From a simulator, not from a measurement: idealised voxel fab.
Process module, titled voxel wiring stack
Pictured: cross-section cut, 140 nm wide, on a grid of 5 nm square cells.
Cross-section format: a grid of square cells, given as bands from top to bottom; each band is one or more rows of cells.
Heights first: top, then bottom, in nm. Then materials, left to right, each with a width in nm. "full width" on a single material: fills the band edge to edge. "air": empty space.
Convention: height 0 is the level below which the wafer, as received, is all one material. The lowest band does not terminate at the bottom but continues downward, represented as "0 -> down".
So if you see something like "30 to 40" for the width, read it as the top row of the band sitting at the first number and the bottom row at the second, with every row in between moving by the same amount as the last.
The cross-section has no changed cell in any step marked "stayed the same".
"Trapped cavities" contains a list of empty spaces, each no smaller than 8 cells and without an open way to the top, written in the form width x height at distance with the distance from the left edge and all three in nm.
The remark found on a step's line after its settings is issued by the simulator itself and pertains to that step.
overlay nm: for a step with a mask, the amount by which the mask lay right of where it was planned; a negative amount means left of it.
## Planned process steps
| 1 | RECEIVE,material Si |
| 2 | CONFORMAL_DEP,material SiO2,thk nm 15 |
| 3 | DIRECTIONAL_DEP,material TiN,thk nm 5 |
| 4 | DIRECTIONAL_DEP,material W,thk nm 15 |
| 5 | PATTERN,tone cover,mask id METAL_1,material resist,width nm 20,pitch nm 40,thk nm 20,overlay nm 0 |
| 6 | DIRECTIONAL_ETCH,etch materials W,depth nm 15 |
| 7 | DIRECTIONAL_ETCH,etch materials TiN,depth nm 5 |
| 8 | STRIP,etch materials resist |
| 9 | FILL_DEP,material SiO2,thk nm 5 |
| 10 | CMP,height nm 35 |
| 11 | CONFORMAL_DEP,material SiCN,thk nm 5 |
| 12 | DIRECTIONAL_DEP,material lowk,thk nm 35 |
| 13 | MASKED_ETCH,tone open,mask id METAL_2_HOLES,width nm 15,pitch nm 40,etch materials lowk,depth nm 35,overlay nm 0 |
| 14 | PATTERN,tone open,mask id METAL_2,material resist,width nm 20,pitch nm 40,thk nm 15,overlay nm 0 |
| 15 | DIRECTIONAL_ETCH,etch materials lowk,depth nm 20 |
| 16 | DIRECTIONAL_ETCH,etch materials SiCN,depth nm 5 |
| 17 | STRIP,etch materials resist |
| 18 | CONFORMAL_DEP,material TiN,thk nm 5 |
| 19 | FILL_DEP,material Ru,thk nm 5 |
| 20 | CMP,height nm 75 |
| 21 | CONFORMAL_DEP,material SiN,thk nm 5 |
## As-received wafer cross-section (after step 1)
    0 -> down = Si full width
    Trapped cavities: none
## Post-module cross-section of the first of two wafers (run per plan)
    80 -> 75 = SiN full width
    75 -> 60 = 20 nm lowk, then 5 nm TiN, then 10 nm Ru, then 5 nm TiN, then 20 nm lowk, then 5 nm TiN, then 10 nm Ru, then 5 nm TiN, then 20 nm lowk, then 5 nm TiN, then 10 nm Ru, then 5 nm TiN, then 20 nm lowk
    60 -> 55 = 20 nm lowk, then 5 nm TiN, then 5 nm Ru, then 10 nm TiN, then 20 nm lowk, then 5 nm TiN, then 5 nm Ru, then 10 nm TiN, then 20 nm lowk, then 5 nm TiN, then 5 nm Ru, then 10 nm TiN, then 20 nm lowk
    55 -> 40 = 20 nm lowk, then 5 nm TiN, then 5 nm Ru, then 5 nm TiN, then 25 nm lowk, then 5 nm TiN, then 5 nm Ru, then 5 nm TiN, then 25 nm lowk, then 5 nm TiN, then 5 nm Ru, then 5 nm TiN, then 25 nm lowk
    40 -> 35 = 20 nm SiCN, then 15 nm TiN, then 25 nm SiCN, then 15 nm TiN, then 25 nm SiCN, then 15 nm TiN, then 25 nm SiCN
    35 -> 20 = 20 nm SiO2, then 20 nm W, then 20 nm SiO2, then 20 nm W, then 20 nm SiO2, then 20 nm W, then 20 nm SiO2
    20 -> 15 = 20 nm SiO2, then 20 nm TiN, then 20 nm SiO2, then 20 nm TiN, then 20 nm SiO2, then 20 nm TiN, then 20 nm SiO2
    15 -> 0 = SiO2 full width
    0 -> down = Si full width
    Trapped cavities: none
## End-of-module cross-section of the second wafer: identical starting point and process plan to the first, with one processing mistake
    80 -> 75 = SiN full width
    75 -> 60 = 20 nm lowk, then 5 nm TiN, then 10 nm Ru, then 5 nm TiN, then 20 nm lowk, then 5 nm TiN, then 10 nm Ru, then 5 nm TiN, then 20 nm lowk, then 5 nm TiN, then 10 nm Ru, then 5 nm TiN, then 20 nm lowk
    60 -> 55 = 20 nm lowk, then 5 nm TiN, then 5 nm Ru, then 10 nm TiN, then 20 nm lowk, then 5 nm TiN, then 5 nm Ru, then 10 nm TiN, then 20 nm lowk, then 5 nm TiN, then 5 nm Ru, then 10 nm TiN, then 20 nm lowk
    55 -> 40 = 20 nm lowk, then 5 nm TiN, then 5 nm Ru, then 5 nm TiN, then 25 nm lowk, then 5 nm TiN, then 5 nm Ru, then 5 nm TiN, then 25 nm lowk, then 5 nm TiN, then 5 nm Ru, then 5 nm TiN, then 25 nm lowk
    40 -> 35 = 20 nm SiCN, then 15 nm TiN, then 25 nm SiCN, then 15 nm TiN, then 25 nm SiCN, then 15 nm TiN, then 25 nm SiCN
    35 -> 20 = 20 nm W, then 20 nm SiO2, then 20 nm W, then 20 nm SiO2, then 20 nm W, then 20 nm SiO2, then 20 nm W
    20 -> 15 = 20 nm TiN, then 20 nm SiO2, then 20 nm TiN, then 20 nm SiO2, then 20 nm TiN, then 20 nm SiO2, then 20 nm TiN
    15 -> 0 = SiO2 full width
    0 -> down = Si full width
    Trapped cavities: none
Here's what went sideways: the process deviated at step 5: the operation and settings actually run there were PATTERN,tone open,mask id METAL_1,material resist,width nm 20,pitch nm 40,thk nm 20,overlay nm 0
Materials where the second wafer ends with more or fewer cells than the first: SiO2 -16 | TiN +4 | W +12
